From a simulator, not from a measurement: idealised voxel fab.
You're looking at the process module voxel wiring stack.
Cross-section cut spans 200 nm and uses square cells 5 nm in size.
Bands, listed from the top down, are how a cross-section gets written in this document; the cross-section itself is a grid of square cells, and a band is one or more rows of them. Within each band entry, the heights of the top and of the bottom of the band appear first, in that order and in nm; the materials of the band then follow from left to right, each with its corresponding width in nm. The designation "full width" on a single material indicates that it fills the band from edge to edge; the designation "air" indicates empty space. A quick word on heights: they are counted from 0, and under that level the wafer as it came to us is one material throughout. The lowest band is different from the rest in having no bottom; it simply continues downward, written as in "0..down". The notation "30 to 40" denotes a width that varies across the rows of cells in the band, beginning at the first number in the top row, finishing at the second number in the bottom row, and changing by an identical amount from each row to the next. When a step is marked "changes: none", none of the cells in the cross-section changed during that step. Heads up: "Sealed void listing" only lists the empty pockets with no open path to the top that are 8 cells or more, and it writes them as width x height at distance, distance from the left edge, in nm. Post-settings text on a step line: simulator's own remark regarding the step. overlay nm: right-of-plan distance of the mask on a masked step; negative values mean left-of-plan.
### Listed below are the process steps as planned
step 1: RECEIVE (material Si)
step 2: CONFORMAL_DEP (material SiO2; thk nm 15)
step 3: DIRECTIONAL_DEP (material TiN; thk nm 5)
step 4: DIRECTIONAL_DEP (material Ru; thk nm 20)
step 5: MASKED_ETCH (tone cover; mask id METAL_1; width nm 30; pitch nm 60; etch materials Ru; depth nm 20; overlay nm 0)
step 6: MASKED_ETCH (tone cover; mask id METAL_1; width nm 30; pitch nm 60; etch materials TiN; depth nm 5; overlay nm 0)
step 7: CONFORMAL_DEP (material SiCN; thk nm 5)
step 8: FILL_DEP (material SiO2; thk nm 5)
step 9: CMP (height nm 40)
step 10: CONFORMAL_DEP (material SiCN; thk nm 5)
step 11: DIRECTIONAL_DEP (material lowk; thk nm 30)
step 12: PATTERN (tone open; mask id METAL_2_HOLES; material resist; width nm 15; pitch nm 60; thk nm 20; overlay nm 0)
step 13: DIRECTIONAL_ETCH (etch materials lowk; depth nm 30)
step 14: STRIP (etch materials resist)
step 15: MASKED_ETCH (tone open; mask id METAL_2; width nm 30; pitch nm 60; etch materials lowk; depth nm 20; overlay nm 0)
step 16: MASKED_ETCH (tone open; mask id METAL_2; width nm 20; pitch nm 60; etch materials SiCN; depth nm 5; overlay nm 0)
step 17: CONFORMAL_DEP (material TiN; thk nm 5)
step 18: FILL_DEP (material Cu; thk nm 10)
step 19: CMP (height nm 75)
step 20: CONFORMAL_DEP (material SiCN; thk nm 5)
step 21: DIRECTIONAL_DEP (material lowk; thk nm 35)
step 22: MASKED_ETCH (tone open; mask id METAL_3; width nm 30; pitch nm 60; etch materials lowk; depth nm 20; overlay nm 0)
step 23: MASKED_ETCH (tone open; mask id METAL_3_HOLES; width nm 15; etch materials lowk; depth nm 15; overlay nm 0)
step 24: MASKED_ETCH (tone open; mask id METAL_3_HOLES; width nm 15; etch materials SiCN; depth nm 5; overlay nm 0)
step 25: CONFORMAL_DEP (material TiN; thk nm 5)
step 26: FILL_DEP (material Ru; thk nm 10)
step 27: CMP (height nm 115)
step 28: CONFORMAL_DEP (material SiCN; thk nm 5)
All wafers enter the flow in the same state. The width nm at step 16 differs from wafer to wafer, and the plan gives the value for the first wafer.
### Cross-section of the first of several wafers on receipt, reflecting completion of step 1
0..down | Si full width
Sealed void listing: none
### After the module's final step, step 28: the first of several wafers in cross-section
120..115 | SiCN full width
115..100 | 55 of lowk; 5 of TiN; 20 of Ru; 5 of TiN; 30 of lowk; 5 of TiN; 20 of Ru; 5 of TiN; 55 of lowk
100..95 | 55 of lowk; 5 of TiN; 5 of Ru; 20 of TiN; 30 of lowk; 30 of TiN; 55 of lowk
95..80 | 55 of lowk; 5 of TiN; 5 of Ru; 5 of TiN; 130 of lowk
80..75 | 55 of SiCN; 15 of TiN; 130 of SiCN
75..60 | 55 of lowk; 5 of TiN; 20 of Cu; 5 of TiN; 30 of lowk; 5 of TiN; 20 of Cu; 5 of TiN; 55 of lowk
60..50 | 55 of lowk; 5 of TiN; 5 of Cu; 20 to 5 of TiN; 30 to 45 of lowk; 5 of TiN; 5 of Cu; 20 to 5 of TiN; 55 to 70 of lowk
50..45 | 55 of lowk; 15 of TiN; 45 of lowk; 15 of TiN; 70 of lowk
45..40 | 60 of SiCN; 10 of TiN; 50 of SiCN; 10 of TiN; 70 of SiCN
40..20 | 50 of SiO2; 5 of SiCN; 30 of Ru; 5 of SiCN; 20 of SiO2; 5 of SiCN; 30 of Ru; 5 of SiCN; 50 of SiO2
20..15 | 55 of SiCN; 30 of TiN; 30 of SiCN; 30 of TiN; 55 of SiCN
15..0 | SiO2 full width
0..down | Si full width
Sealed void listing: none
### At the end of the module, the last of several wafers in cross-section
120..115 | SiCN full width
115..100 | 55 of lowk; 5 of TiN; 20 of Ru; 5 of TiN; 30 of lowk; 5 of TiN; 20 of Ru; 5 of TiN; 55 of lowk
100..95 | 55 of lowk; 5 of TiN; 5 of Ru; 20 of TiN; 30 of lowk; 30 of TiN; 55 of lowk
95..80 | 55 of lowk; 5 of TiN; 5 of Ru; 5 of TiN; 130 of lowk
80..75 | 55 of SiCN; 15 of TiN; 130 of SiCN
75..60 | 55 of lowk; 5 of TiN; 20 of Cu; 5 of TiN; 30 of lowk; 5 of TiN; 20 of Cu; 5 of TiN; 55 of lowk
60..55 | 55 of lowk; 5 of TiN; 5 of Cu; 20 of TiN; 30 of lowk; 5 of TiN; 5 of Cu; 20 of TiN; 55 of lowk
55..45 | 55 of lowk; 5 of TiN; 5 of Cu; 5 of TiN; 45 of lowk; 5 of TiN; 5 of Cu; 5 of TiN; 70 of lowk
45..40 | 55 of SiCN; 15 of TiN; 45 of SiCN; 15 of TiN; 70 of SiCN
40..20 | 50 of SiO2; 5 of SiCN; 30 of Ru; 5 of SiCN; 20 of SiO2; 5 of SiCN; 30 of Ru; 5 of SiCN; 50 of SiO2
20..15 | 55 of SiCN; 30 of TiN; 30 of SiCN; 30 of TiN; 55 of SiCN
15..0 | SiO2 full width
0..down | Si full width
Sealed void listing: none
### Quick key for the table: a row per wafer, taken at the end of the module. For each material it tells you how many cells the wafer gained (+) or lost (-) since it came in, and the closed voids come after
width nm 20, +28 Cu, +76 Ru, +157 SiCN, +216 SiO2, +80 TiN, +403 lowk, Sealed void listing: none
width nm 25, +28 Cu, +76 Ru, +157 SiCN, +216 SiO2, +80 TiN, +403 lowk, Sealed void listing: none
width nm 30, +30 Cu, +76 Ru, +155 SiCN, +216 SiO2, +80 TiN, +403 lowk, Sealed void listing: none
width nm 35, +30 Cu, +76 Ru, +155 SiCN, +216 SiO2, +80 TiN, +403 lowk, Sealed void listing: none
width nm 40, +30 Cu, +76 Ru, +155 SiCN, +216 SiO2, +80 TiN, +403 lowk, Sealed void listing: none
width nm 45, +30 Cu, +76 Ru, +155 SiCN, +216 SiO2, +80 TiN, +403 lowk, Sealed void listing: none
